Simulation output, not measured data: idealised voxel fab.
Name of the process module below: voxel ribs on slabs
Cross-section cut spans 180 nm and uses square cells 5 nm in size.
Notation: cross-section as square-cell grid; stated in bands, top first, going down; one or more cell rows per band. In this notation a band is specified by the heights of its top and bottom, in that order and in nm, after which its materials appear from left to right, each paired with its width in nm. The word "everywhere" attached to a single material means that material fills the band from edge to edge; the word "air" stands for empty space. For the purposes of this specification, 0 denotes the height below which the wafer in its as-received condition is composed wholly of one material, and the lowermost band, lacking a lower limit, extends downward without end, as expressed in "0 -> down". Width "30->40": first value at the band's top row of cells, second value at its bottom row, equal change from row to row. Key: "identical to before" - step with no changed cell in the cross-section. This entry, "Voids, enclosed", enumerates those empty regions of no fewer than 8 cells that possess no open connection to the top. Each region is reported in the form width x height at distance, the distance being taken from the left edge, with all three quantities expressed in nm. after a step's settings: what the simulator itself notes on the step. overlay nm: step with mask; distance mask lay right of planned place; negative value = left of planned place.

-- Process steps - plan
1: RECEIVE | material Si
2: DIRECTIONAL_DEP | material SiO2 | thk nm 30
3: DIRECTIONAL_DEP | material SiN | thk nm 25
4: DIRECTIONAL_DEP | material aC | thk nm 15
5: PATTERN | tone cover | mask id RIB | material resist | width nm 25 | thk nm 35 | overlay nm 0
6: DIRECTIONAL_ETCH | etch materials aC | depth nm 15
7: STRIP | etch materials resist
8: DIRECTIONAL_ETCH | etch materials SiN | depth nm 5
9: STRIP | etch materials aC
10: PATTERN | tone cover | mask id SLAB | material resist | width nm 65 | thk nm 15 | overlay nm 0
11: DIRECTIONAL_ETCH | etch materials SiN | depth nm 20
12: STRIP | etch materials resist
13: FILL_DEP | material SiO2 | thk nm 25
14: CMP | height nm 75
15: DIRECTIONAL_DEP | material TiN | thk nm 10
16: MASKED_ETCH | tone cover | mask id HEATER | width nm 35 | etch materials TiN | depth nm 10 | overlay nm 0
17: CONFORMAL_DEP | material SiN | thk nm 10

-- So, the first of our two wafers, run just as we planned it

-- Incoming wafer in cross-section (state: after step 1)
> 0 -> down = Si everywhere
> Voids, enclosed: none

-- The following cross-section depicts the wafer upon completion of step 2
> 30 -> 0 = SiO2 everywhere
> Beneath the level 0, the cross-section is identical to its previous state.

-- The following cross-section depicts the wafer upon completion of step 3
> 55 -> 30 = SiN everywhere
> Beneath the level 30, the cross-section is identical to its previous state.

-- The following cross-section depicts the wafer upon completion of step 4
> 70 -> 55 = aC everywhere
> Beneath the level 55, the cross-section is identical to its previous state.

-- The following cross-section depicts the wafer upon completion of step 5
> 105 -> 70 = air 75 / resist 25 / air 80
> Beneath the level 70, the cross-section is identical to its previous state.

-- The following cross-section depicts the wafer upon completion of step 6
> 90 -> 70 = air 75 / resist 25 / air 80
> 70 -> 55 = air 75 / aC 25 / air 80
> Beneath the level 55, the cross-section is identical to its previous state.

-- The following cross-section depicts the wafer upon completion of step 7
> 70 -> 55 = air 75 / aC 25 / air 80
> Beneath the level 55, the cross-section is identical to its previous state.

-- The following cross-section depicts the wafer upon completion of step 8
> 70 -> 55 = air 75 / aC 25 / air 80
> 55 -> 50 = air 75 / SiN 25 / air 80
> Beneath the level 50, the cross-section is identical to its previous state.

-- The following cross-section depicts the wafer upon completion of step 9
> 55 -> 50 = air 75 / SiN 25 / air 80
> Beneath the level 50, the cross-section is identical to its previous state.

-- The following cross-section depicts the wafer upon completion of step 10
> 70 -> 55 = air 55 / resist 65 / air 60
> 55 -> 50 = air 55 / resist 20 / SiN 25 / resist 20 / air 60
> Beneath the level 50, the cross-section is identical to its previous state.

-- The following cross-section depicts the wafer upon completion of step 11
> 70 -> 55 = air 55 / resist 65 / air 60
> 55 -> 50 = air 55 / resist 20 / SiN 25 / resist 20 / air 60
> 50 -> 30 = air 55 / SiN 65 / air 60
> Beneath the level 30, the cross-section is identical to its previous state.

-- The following cross-section depicts the wafer upon completion of step 12
> 55 -> 50 = air 75 / SiN 25 / air 80
> Beneath the level 50, the cross-section is identical to its previous state.

-- The following cross-section depicts the wafer upon completion of step 13
> 80 -> 55 = SiO2 everywhere
> 55 -> 50 = SiO2 75 / SiN 25 / SiO2 80
> 50 -> 30 = SiO2 55 / SiN 65 / SiO2 60
> Beneath the level 30, the cross-section is identical to its previous state.

-- The following cross-section depicts the wafer upon completion of step 14
> 75 -> 55 = SiO2 everywhere
> Beneath the level 55, the cross-section is identical to its previous state.

-- The following cross-section depicts the wafer upon completion of step 15
> 85 -> 75 = TiN everywhere
> Beneath the level 75, the cross-section is identical to its previous state.

-- The following cross-section depicts the wafer upon completion of step 16
> 85 -> 75 = air 70 / TiN 35 / air 75
> Beneath the level 75, the cross-section is identical to its previous state.

-- The following cross-section depicts the wafer upon completion of step 17
> 95 -> 85 = air 60 / SiN 55 / air 65
> 85 -> 75 = SiN 70 / TiN 35 / SiN 75
> Beneath the level 75, the cross-section is identical to its previous state.

-- Second wafer, same starting state and plan as the first, one mistake in the run, identical through step 16

when step 17 should have ended: identical to before
Plan not followed: the run left out plan step 17 entirely, so it was never executed
Cell-count delta at end, second wafer over first, by material: -80 SiN
